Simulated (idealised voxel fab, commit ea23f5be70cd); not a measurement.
Process module name: voxel ribs on slabs
Pictured: cross-section cut, 290 nm wide, on a grid of 5 nm square cells.
Heads up, the way a cross-section reads in here is a grid of square cells, handed over as bands from the top down, with every band being one or more rows of cells. Read a band's entry like this: the first values are the height of its top and the height of its bottom in nm, and what follows is the sequence of materials from left to right, each with its width in nm. Note that "empty" is empty space, and that a single material marked "full width" reaches across the band from edge to edge. Height is counted from the level 0, under which the received wafer is composed throughout of one material. The lowest of the bands is not closed at the bottom but continues downward, in the notation "z 0 and below". When a width is written as two numbers, as in "30->40", the first number is the width in the top row of cells of the band and the second is the width in its bottom row, and the width changes by the same amount from each row to the next. Where a step carries "left unchanged", the cross-section came out of it unchanged, cell for cell. What "Closed void register" gives you is every empty space of 8 cells or more that is cut off from the top. Each appears as width x height at distance, with the distance taken from the left edge and width, height and distance all in nm. Text after the settings on a step's line: the simulator's own remark on that step. Regarding "overlay nm": on a step with a mask, it is the distance the mask lay to the right of its planned place; a negative value places it to the left.
## Below is the list of planned process steps
step 1: op RECEIVE | material Si
step 2: op DIRECTIONAL_DEP | material SiO2 | thk nm 30
step 3: op DIRECTIONAL_DEP | material polySi | thk nm 20
step 4: op DIRECTIONAL_DEP | material aC | thk nm 15
step 5: op PATTERN | tone cover | mask id RIB | material resist | width nm 25 | thk nm 30 | overlay nm 0
step 6: op DIRECTIONAL_ETCH | etch materials aC | depth nm 15
step 7: op STRIP | etch materials resist
step 8: op DIRECTIONAL_ETCH | etch materials polySi | depth nm 10
step 9: op STRIP | etch materials aC
step 10: op MASKED_ETCH | tone cover | mask id SLAB | width nm 65 | etch materials polySi | depth nm 10 | overlay nm 0
step 11: op FILL_DEP | material SiO2 | thk nm 30
step 12: op CMP | height nm 70
step 13: op DIRECTIONAL_DEP | material W | thk nm 10
step 14: op DIRECTIONAL_DEP | material aC | thk nm 15
step 15: op PATTERN | tone cover | mask id HEATER | material resist | width nm 35 | thk nm 35 | overlay nm 0
step 16: op DIRECTIONAL_ETCH | etch materials aC | depth nm 15
step 17: op STRIP | etch materials resist
step 18: op DIRECTIONAL_ETCH | etch materials W | depth nm 10
step 19: op STRIP | etch materials aC
step 20: op CONFORMAL_DEP | material SiO2 | thk nm 10
## First wafer out of two, processed as planned
## Cross-section, incoming material, after step 1
* z 0 and below | Si full width
* Closed void register: none
## Take a look at the wafer's cross-section after step 2
* z 30 to 0 | SiO2 full width
* Lower than 0, everything is as it was.
## Take a look at the wafer's cross-section after step 3
* z 50 to 30 | polySi full width
* Lower than 30, everything is as it was.
## Take a look at the wafer's cross-section after step 4
* z 65 to 50 | aC full width
* Lower than 50, everything is as it was.
## Take a look at the wafer's cross-section after step 5
* z 95 to 65 | 130 nm empty  25 nm resist  135 nm empty
* Lower than 65, everything is as it was.
## Take a look at the wafer's cross-section after step 6
* z 80 to 65 | 130 nm empty  25 nm resist  135 nm empty
* z 65 to 50 | 130 nm empty  25 nm aC  135 nm empty
* Lower than 50, everything is as it was.
## Take a look at the wafer's cross-section after step 7
* z 65 to 50 | 130 nm empty  25 nm aC  135 nm empty
* Lower than 50, everything is as it was.
## Take a look at the wafer's cross-section after step 8
* z 65 to 50 | 130 nm empty  25 nm aC  135 nm empty
* z 50 to 40 | 130 nm empty  25 nm polySi  135 nm empty
* Lower than 40, everything is as it was.
## Take a look at the wafer's cross-section after step 9
* z 50 to 40 | 130 nm empty  25 nm polySi  135 nm empty
* Lower than 40, everything is as it was.
## Take a look at the wafer's cross-section after step 10
* z 50 to 40 | 130 nm empty  25 nm polySi  135 nm empty
* z 40 to 30 | 110 nm empty  65 nm polySi  115 nm empty
* Lower than 30, everything is as it was.
## Take a look at the wafer's cross-section after step 11
* z 80 to 50 | SiO2 full width
* z 50 to 40 | 130 nm SiO2  25 nm polySi  135 nm SiO2
* z 40 to 30 | 110 nm SiO2  65 nm polySi  115 nm SiO2
* Lower than 30, everything is as it was.
## Take a look at the wafer's cross-section after step 12
* z 70 to 50 | SiO2 full width
* Lower than 50, everything is as it was.
## Take a look at the wafer's cross-section after step 13
* z 80 to 70 | W full width
* Lower than 70, everything is as it was.
## Take a look at the wafer's cross-section after step 14
* z 95 to 80 | aC full width
* Lower than 80, everything is as it was.
## Take a look at the wafer's cross-section after step 15
* z 130 to 95 | 125 nm empty  35 nm resist  130 nm empty
* Lower than 95, everything is as it was.
## Take a look at the wafer's cross-section after step 16
* z 115 to 95 | 125 nm empty  35 nm resist  130 nm empty
* z 95 to 80 | 125 nm empty  35 nm aC  130 nm empty
* Lower than 80, everything is as it was.
## Take a look at the wafer's cross-section after step 17
* z 95 to 80 | 125 nm empty  35 nm aC  130 nm empty
* Lower than 80, everything is as it was.
## Take a look at the wafer's cross-section after step 18
* z 95 to 80 | 125 nm empty  35 nm aC  130 nm empty
* z 80 to 70 | 125 nm empty  35 nm W  130 nm empty
* Lower than 70, everything is as it was.
## Take a look at the wafer's cross-section after step 19
* z 80 to 70 | 125 nm empty  35 nm W  130 nm empty
* Lower than 70, everything is as it was.
## Take a look at the wafer's cross-section after step 20
* z 90 to 80 | 115 nm empty  55 nm SiO2  120 nm empty
* z 80 to 70 | 125 nm SiO2  35 nm W  130 nm SiO2
* Lower than 70, everything is as it was.
## Second wafer - shared start and plan with the first - one error in running - same as the first up to step 14 inclusive
## Planned end of step 15: second wafer, cross-section
* z 130 to 95 | 130 nm empty  25 nm resist  135 nm empty
* Lower than 95, everything is as it was.
## Planned end of step 16: second wafer, cross-section
* z 115 to 95 | 130 nm empty  25 nm resist  135 nm empty
* z 95 to 80 | 130 nm empty  25 nm aC  135 nm empty
* Lower than 80, everything is as it was.
## Planned end of step 17: second wafer, cross-section
* z 95 to 80 | 130 nm empty  25 nm aC  135 nm empty
* Lower than 80, everything is as it was.
## Planned end of step 18: second wafer, cross-section
* z 95 to 80 | 130 nm empty  25 nm aC  135 nm empty
* z 80 to 70 | 130 nm empty  25 nm W  135 nm empty
* Lower than 70, everything is as it was.
## Planned end of step 19: second wafer, cross-section
* z 80 to 70 | 130 nm empty  25 nm W  135 nm empty
* Lower than 70, everything is as it was.
## Planned end of step 20: second wafer, cross-section
* z 90 to 80 | 120 nm empty  45 nm SiO2  125 nm empty
* z 80 to 70 | 130 nm SiO2  25 nm W  135 nm SiO2
* Lower than 70, everything is as it was.
Plan not followed: step 15 was processed under conditions differing from the plan, specifically as op PATTERN | tone cover | mask id HEATER | material resist | width nm 25 | thk nm 35 | overlay nm 0
Final wafer comparison in cells, second versus first, more or fewer per material: -4 W
